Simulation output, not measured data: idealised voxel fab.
This is a process module. Its name is voxel self aligned vias.
This is section cut - it's 145 nm across, gridded in 5 nm square cells.
Cross-section layout: square cells on a grid; listed as bands, top to bottom; a band spans one or more cell rows. This entry defines a band. It first specifies the height of the band's top and the height of its bottom in nm, and then specifies the band's materials from left to right, stating each material with its width in nm. The word "throughout" identifies a single material that fills the band from edge to edge, while the word "empty" identifies empty space. Note: height 0 marks the level under which the wafer is uniformly one material as received. Lowest band unbounded below, written "0..down". The expression "30->40" gives the width at the extremes of the band, the first number at its top row of cells and the second at its bottom row, with the width changing by equal amounts from each row to the next in between. Any step labelled "remains unaltered" changed none of the cells in the cross-section. Any empty space of 8 cells or more lacking an open way to the top shows up in "Closed cavities" as width x height at distance, distance from the left edge, in nm. Anything after a step's settings on that line? It's the simulator's own note about the step. The "overlay nm" setting may appear on a step's line; for a step that uses a mask, it gives how far to the right of its planned position the mask lay, and a negative value indicates the left.

# Here's what the planned process steps look like
1) RECEIVE: material Si
2) CONFORMAL_DEP: material SiO2, thk nm 10
3) CONFORMAL_DEP: material SiCN, thk nm 5
4) DIRECTIONAL_DEP: material SiO2, thk nm 30
5) DIRECTIONAL_DEP: material aC, thk nm 10
6) PATTERN: tone open, mask id LINES, material resist, width nm 30, pitch nm 65, thk nm 25, overlay nm 0
7) DIRECTIONAL_ETCH: etch materials aC, depth nm 10
8) STRIP: etch materials resist
9) DIRECTIONAL_ETCH: etch materials SiO2, depth nm 30
10) STRIP: etch materials aC
11) CONFORMAL_DEP: material TiN, thk nm 5
12) FILL_DEP: material W, thk nm 5
13) CMP: height nm 45
14) SELECTIVE_ETCH: etch materials W Ru TiN, depth nm 10
15) FILL_DEP: material SiN, thk nm 10
16) CMP: height nm 45
17) DIRECTIONAL_DEP: material SiO2, thk nm 20
18) MASKED_ETCH: tone open, mask id VIAS, width nm 50, etch materials SiO2, depth nm 20, overlay nm 0
19) MASKED_ETCH: tone open, mask id VIAS, width nm 50, etch materials SiN, depth nm 10, overlay nm 0
20) CONFORMAL_DEP: material TiN, thk nm 5
21) FILL_DEP: material Cu, thk nm 10
22) CMP: height nm 65
23) CONFORMAL_DEP: material SiCN, thk nm 5

# So, the first of our two wafers, run just as we planned it

# Wafer cross-section on receipt, i.e. after step 1
- 0..down = Si throughout
- Closed cavities: none

# Step 2 complete: cross-section through the wafer
- 10..0 = SiO2 throughout
- Below 0, the layers are the same as they were.

# Step 3 complete: cross-section through the wafer
- 15..10 = SiCN throughout
- Below 10, the layers are the same as they were.

# Step 4 complete: cross-section through the wafer
- 45..15 = SiO2 throughout
- Below 15, the layers are the same as they were.

# Step 5 complete: cross-section through the wafer
- 55..45 = aC throughout
- Below 45, the layers are the same as they were.

# Step 6 complete: cross-section through the wafer
- 80..55 = resist=25; empty=30; resist=35; empty=30; resist=25
- Below 55, the layers are the same as they were.

# Step 7 complete: cross-section through the wafer
- 70..55 = resist=25; empty=30; resist=35; empty=30; resist=25
- 55..45 = aC=25; empty=30; aC=35; empty=30; aC=25
- Below 45, the layers are the same as they were.

# Step 8 complete: cross-section through the wafer
- 55..45 = aC=25; empty=30; aC=35; empty=30; aC=25
- Below 45, the layers are the same as they were.

# Step 9 complete: cross-section through the wafer
- 55..45 = aC=25; empty=30; aC=35; empty=30; aC=25
- 45..15 = SiO2=25; empty=30; SiO2=35; empty=30; SiO2=25
- Below 15, the layers are the same as they were.

# Step 10 complete: cross-section through the wafer
- 45..15 = SiO2=25; empty=30; SiO2=35; empty=30; SiO2=25
- Below 15, the layers are the same as they were.

# Step 11 complete: cross-section through the wafer
- 50..45 = TiN=30; empty=20; TiN=45; empty=20; TiN=30
- 45..20 = SiO2=25; TiN=5; empty=20; TiN=5; SiO2=35; TiN=5; empty=20; TiN=5; SiO2=25
- 20..15 = SiO2=25; TiN=30; SiO2=35; TiN=30; SiO2=25
- Below 15, the layers are the same as they were.

# Step 12 complete: cross-section through the wafer
- 55..50 = W throughout
- 50..45 = TiN=30; W=20; TiN=45; W=20; TiN=30
- 45..20 = SiO2=25; TiN=5; W=20; TiN=5; SiO2=35; TiN=5; W=20; TiN=5; SiO2=25
- Below 20, the layers are the same as they were.

# Step 13 complete: cross-section through the wafer
- 45..20 = SiO2=25; TiN=5; W=20; TiN=5; SiO2=35; TiN=5; W=20; TiN=5; SiO2=25
- Below 20, the layers are the same as they were.

# Step 14 complete: cross-section through the wafer
- 45..35 = SiO2=25; empty=30; SiO2=35; empty=30; SiO2=25
- Below 35, the layers are the same as they were.

# Step 15 complete: cross-section through the wafer
- 55..45 = SiN throughout
- 45..35 = SiO2=25; SiN=30; SiO2=35; SiN=30; SiO2=25
- Below 35, the layers are the same as they were.

# Step 16 complete: cross-section through the wafer
- 45..35 = SiO2=25; SiN=30; SiO2=35; SiN=30; SiO2=25
- Below 35, the layers are the same as they were.

# Step 17 complete: cross-section through the wafer
- 65..45 = SiO2 throughout
- Below 45, the layers are the same as they were.

# Step 18 complete: cross-section through the wafer
- 65..45 = SiO2=15; empty=50; SiO2=80
- Below 45, the layers are the same as they were.

# Step 19 complete: cross-section through the wafer
- 65..45 = SiO2=15; empty=50; SiO2=80
- 45..35 = SiO2=25; empty=30; SiO2=35; SiN=30; SiO2=25
- Below 35, the layers are the same as they were.

# Step 20 complete: cross-section through the wafer
- 70..65 = TiN=20; empty=40; TiN=85
- 65..50 = SiO2=15; TiN=5; empty=40; TiN=5; SiO2=80
- 50..45 = SiO2=15; TiN=15; empty=20; TiN=15; SiO2=80
- 45..40 = SiO2=25; TiN=5; empty=20; TiN=5; SiO2=35; SiN=30; SiO2=25
- 40..35 = SiO2=25; TiN=30; SiO2=35; SiN=30; SiO2=25
- Below 35, the layers are the same as they were.

# Step 21 complete: cross-section through the wafer
- 80..70 = Cu throughout
- 70..65 = TiN=20; Cu=40; TiN=85
- 65..50 = SiO2=15; TiN=5; Cu=40; TiN=5; SiO2=80
- 50..45 = SiO2=15; TiN=15; Cu=20; TiN=15; SiO2=80
- 45..40 = SiO2=25; TiN=5; Cu=20; TiN=5; SiO2=35; SiN=30; SiO2=25
- Below 40, the layers are the same as they were.

# Step 22 complete: cross-section through the wafer
- 65..50 = SiO2=15; TiN=5; Cu=40; TiN=5; SiO2=80
- Below 50, the layers are the same as they were.

# Step 23 complete: cross-section through the wafer
- 70..65 = SiCN throughout
- Below 65, the layers are the same as they were.

# Companion wafer, the second of two: same beginning, same intended sequence, one mistake in carrying it out; through step 16 inclusive it tracks the first exactly

# Planned end of step 17: second wafer, cross-section
- 45..35 = SiO2=15; empty=10; SiN=30; empty=10; SiO2=25; SiN=30; SiO2=25
- 35..25 = SiO2=15; empty=10; TiN=5; W=20; TiN=5; empty=10; SiO2=25; TiN=5; W=20; TiN=5; SiO2=25
- Below 25, the layers are the same as they were.

# Planned end of step 18: second wafer, cross-section
- 65..45 = SiO2=15; empty=10; SiO2=30; empty=10; SiO2=80
- 45..35 = SiO2=25; SiN=30; SiO2=35; SiN=30; SiO2=25
- 35..20 = SiO2=25; TiN=5; W=20; TiN=5; SiO2=35; TiN=5; W=20; TiN=5; SiO2=25
- Below 20, the layers are the same as they were.

Planned end of step 19: second wafer, cross-section: remains unaltered

# Planned end of step 20: second wafer, cross-section
- 70..65 = TiN throughout
- 65..45 = SiO2=15; TiN=10; SiO2=30; TiN=10; SiO2=80
- Below 45, the layers are the same as they were.

# Planned end of step 21: second wafer, cross-section
- 80..70 = Cu throughout
- Below 70, the layers are the same as they were.

# Planned end of step 22: second wafer, cross-section
- 65..45 = SiO2=15; TiN=10; SiO2=30; TiN=10; SiO2=80
- Below 45, the layers are the same as they were.

# Planned end of step 23: second wafer, cross-section
- 70..65 = SiCN throughout
- Below 65, the layers are the same as they were.
Run error: steps 17 and 18 traded places in the executed sequence
Upon completion, the second wafer contains, in terms of cells, a greater or smaller amount of certain materials than the first wafer: 32 fewer of Cu, 12 more of SiN, 24 more of SiO2, 4 fewer of TiN
